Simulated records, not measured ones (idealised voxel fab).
Documented hereafter: the process module known as voxel gate over fins.
Cross-section cut spans 280 nm and uses square cells 5 nm in size.
Reading order for cross-sections: top band down to bottom band. Underlying form: a grid of square cells. Band size: one or more rows of cells. Within each band entry, the heights of the top and of the bottom of the band appear first, in that order and in nm; the materials of the band then follow from left to right, each with its corresponding width in nm. The designation "all across" on a single material indicates that it fills the band from edge to edge; the designation "empty" indicates empty space. The reference from which all heights are counted is 0, the level beneath which the as-received wafer is entirely one material; the lowest band, having no lower bound, proceeds downward and is written after the example "0..down". It should be noted that a width expressed as "30->40" varies in equal increments from row to row of cells within the band, taking the value of the first number at the top row and that of the second number at the bottom row. You'll sometimes find "nothing was modified" written for a step, and that's the way of saying that nowhere in the cross-section did a cell change during that step. "Encapsulated voids": empty spaces of 8 cells or more with no open way to the top, each given as width x height at distance, distance from the left edge, all in nm. Note: text after step settings on the step line = simulator remark on that step. The optional step-line setting "overlay nm" applies to steps with a mask and quantifies how far to the right of its planned location the mask lay, a negative value indicating leftward placement.
List of planned process steps:
1: RECEIVE with material Si
2: CONFORMAL_DEP with material SiN, thk nm 5
3: PATTERN with tone cover, mask id FINS, material resist, width nm 15, pitch nm 35, thk nm 15, overlay nm -15
4: DIRECTIONAL_ETCH with etch materials SiN, depth nm 5
5: DIRECTIONAL_ETCH with etch materials Si, depth nm 40
6: STRIP with etch materials resist
7: OXIDIZE with depth nm 5
8: FILL_DEP with material SiO2, thk nm 15
9: CMP with height nm 5
10: SELECTIVE_ETCH with etch materials SiO2, depth nm 15
11: STRIP with etch materials SiN
12: CONFORMAL_DEP with material HfO2, thk nm 5
13: CONFORMAL_DEP with material TiN, thk nm 5
14: CONFORMAL_DEP with material TiAl, thk nm 5
15: CONFORMAL_DEP with material TiN, thk nm 5
16: FILL_DEP with material W, thk nm 10
17: CMP with height nm 25
18: CONFORMAL_DEP with material SiN, thk nm 10
Quick note for whoever runs this: the wafers start identical, but the overlay nm at step 3 isn't the same across them. The plan just shows what the first wafer had.
First of several wafers (as received, post step 1), cross-sectional view:
    0..down | Si all across
    Encapsulated voids: none
Wafer cross-section (first of several) - module end, post step 18 (last step):
    35..25 | SiN all across
    25..20 | W all across
    20..15 | W=65 | TiN=115 | W=100
    15..10 | W=65 | TiN=5 | TiAl=105 | TiN=5 | W=100
    10..5 | TiN=70 | TiAl=5 | TiN=25 | TiAl=10 | TiN=25 | TiAl=10 | TiN=25 | TiAl=5 | TiN=105
    5..0 | TiAl=75 | TiN=5 | HfO2=15 | TiN=5 | TiAl=10 | TiN=5 | HfO2=15 | TiN=5 | TiAl=10 | TiN=5 | HfO2=15 | TiN=5 | TiAl=110
    0..-5 | TiN=80 | HfO2=5 | Si=5 | HfO2=5 | TiN=20 | HfO2=5 | Si=5 | HfO2=5 | TiN=20 | HfO2=5 | Si=5 | HfO2=5 | TiN=115
    -5..-10 | HfO2=85 | Si=5 | HfO2=30 | Si=5 | HfO2=30 | Si=5 | HfO2=120
    -10..-45 | SiO2=85 | Si=5 | SiO2=30 | Si=5 | SiO2=30 | Si=5 | SiO2=120
    -45..down | Si all across
    Encapsulated voids: none
A cross-section through the last wafer at the close of the module:
    35..25 | SiN all across
    25..20 | W all across
    20..15 | W=95 | TiN=115 | W=70
    15..10 | W=95 | TiN=5 | TiAl=105 | TiN=5 | W=70
    10..5 | TiN=100 | TiAl=5 | TiN=25 | TiAl=10 | TiN=25 | TiAl=10 | TiN=25 | TiAl=5 | TiN=75
    5..0 | TiAl=105 | TiN=5 | HfO2=15 | TiN=5 | TiAl=10 | TiN=5 | HfO2=15 | TiN=5 | TiAl=10 | TiN=5 | HfO2=15 | TiN=5 | TiAl=80
    0..-5 | TiN=110 | HfO2=5 | Si=5 | HfO2=5 | TiN=20 | HfO2=5 | Si=5 | HfO2=5 | TiN=20 | HfO2=5 | Si=5 | HfO2=5 | TiN=85
    -5..-10 | HfO2=115 | Si=5 | HfO2=30 | Si=5 | HfO2=30 | Si=5 | HfO2=90
    -10..-45 | SiO2=115 | Si=5 | SiO2=30 | Si=5 | SiO2=30 | Si=5 | SiO2=90
    -45..down | Si all across
    Encapsulated voids: none
Below: a row per wafer. Contents at end of module: for every material, cells gained since receipt (+) or lost since receipt (-); then closed voids:
overlay nm -15; +68 HfO2; -477 Si; +112 SiN; +371 SiO2; +68 TiAl; +128 TiN; +122 W; Encapsulated voids: none
overlay nm -10; +68 HfO2; -477 Si; +112 SiN; +371 SiO2; +68 TiAl; +128 TiN; +122 W; Encapsulated voids: none
overlay nm -5; +68 HfO2; -477 Si; +112 SiN; +371 SiO2; +68 TiAl; +128 TiN; +122 W; Encapsulated voids: none
overlay nm 0; +68 HfO2; -477 Si; +112 SiN; +371 SiO2; +68 TiAl; +128 TiN; +122 W; Encapsulated voids: none
overlay nm 5; +68 HfO2; -477 Si; +112 SiN; +371 SiO2; +68 TiAl; +128 TiN; +122 W; Encapsulated voids: none
overlay nm 10; +68 HfO2; -477 Si; +112 SiN; +371 SiO2; +68 TiAl; +128 TiN; +122 W; Encapsulated voids: none
overlay nm 15; +68 HfO2; -477 Si; +112 SiN; +371 SiO2; +68 TiAl; +128 TiN; +122 W; Encapsulated voids: none
